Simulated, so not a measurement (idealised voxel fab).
process module | voxel fin reveal
cross-section cut | 240 nm wide | cells 5 nm
A cross-section is a grid of square cells, given in bands from the top down. A band is one or more rows of cells.
Each band's line starts with the height of the band's top and of its bottom, in nm. Then come its materials from left to right, each with its width in nm. One material with "throughout" fills the band from edge to edge. "air" is empty space.
Height 0 is the level under which the wafer as received is all one material. The lowest band goes on downwards, as in "0 down".
A width such as "30 to 40" changes by the same amount from each row of cells to the next, from the band's top row to its bottom row.
"no change" after a step means that no cell of the cross-section changed.
closed voids: empty space of 8 cells or more with no open way to the top, each as width x height at its distance from the left edge, in nm
after a step's settings: what the simulator itself notes on the step
overlay nm, on a step with a mask: how far to the right of its planned place the mask lay; to the left if negative
plan
1 op RECEIVE | material Si
2 op CONFORMAL_DEP | material SiN | thk nm 5
3 op PATTERN | tone cover | mask id FINS | material resist | width nm 15 | pitch nm 35 | thk nm 15 | overlay nm -15
4 op DIRECTIONAL_ETCH | etch materials SiN | depth nm 5
5 op DIRECTIONAL_ETCH | etch materials Si | depth nm 35
6 op STRIP | etch materials resist
7 op FILL_DEP | material SiO2 | thk nm 15
8 op CMP | height nm 5
9 op SELECTIVE_ETCH | etch materials SiO2 | depth nm 15
10 op STRIP | etch materials SiN
varied across the wafers: overlay nm of step 3. The plan shows the first wafer's value. All wafers start alike
first wafer as received, after step 1
  0 down: Si throughout
  closed voids: none
each wafer at the end: cells of each material gained (+) or lost (-) since it was received, then its closed voids
overlay nm -15 | -252 Si | +180 SiO2 | closed voids: none
overlay nm -10 | -252 Si | +180 SiO2 | closed voids: none
overlay nm -5 | -252 Si | +180 SiO2 | closed voids: none
overlay nm 0 | -252 Si | +180 SiO2 | closed voids: none
overlay nm 5 | -252 Si | +180 SiO2 | closed voids: none
overlay nm 10 | -252 Si | +180 SiO2 | closed voids: none
overlay nm 15 | -252 Si | +180 SiO2 | closed voids: none
